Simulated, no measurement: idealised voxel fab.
process module | voxel released beams
cross-section cut | 240 nm wide | cells 5 nm
A cross-section is a grid of square cells, given in bands from the top down. A band is one or more rows of cells.
Each band's line starts with the height of the band's top and of its bottom, in nm. Then come its materials from left to right, each with its width in nm. One material with "throughout" fills the band from edge to edge. "air" is empty space.
Height 0 is the level under which the wafer as received is all one material. The lowest band goes on downwards, as in "0 down".
A width such as "30 to 40" changes by the same amount from each row of cells to the next, from the band's top row to its bottom row.
"no change" after a step means that no cell of the cross-section changed.
closed voids: empty space of 8 cells or more with no open way to the top, each as width x height at its distance from the left edge, in nm
after a step's settings: what the simulator itself notes on the step
overlay nm, on a step with a mask: how far to the right of its planned place the mask lay; to the left if negative
plan
1 op RECEIVE | material Si
2 op CONFORMAL_DEP | material Al2O3 | thk nm 5
3 op DIRECTIONAL_DEP | material SiO2 | thk nm 20
4 op DIRECTIONAL_DEP | material aC | thk nm 15
5 op PATTERN | tone open | mask id ANCHOR | material resist | width nm 45 | thk nm 35 | overlay nm 0
6 op DIRECTIONAL_ETCH | etch materials aC | depth nm 15
7 op STRIP | etch materials resist
8 op DIRECTIONAL_ETCH | etch materials SiO2 | depth nm 20
9 op STRIP | etch materials aC
10 op CONFORMAL_DEP | material polySi | thk nm 15
11 op MASKED_ETCH | tone cover | mask id BEAM | width nm 100 | etch materials polySi | depth nm 15 | overlay nm 0
12 op STRIP | etch materials SiO2
as received, after step 1
  0 down: Si throughout
  closed voids: none
a wafer at the end: this start, this plan, one mistake
  40 to 25: air 65 | polySi 20 | air 15 | polySi 65 | air 75
  25 to 20: air 70 | polySi 15 | air 15 | polySi 15 | air 125
  20 to 5: air 70 | polySi 45 | air 125
  5 to 0: polySi throughout
  0 down: Si throughout
  closed voids: none
what went wrong: step 2 ran as: op CONFORMAL_DEP | material polySi | thk nm 5
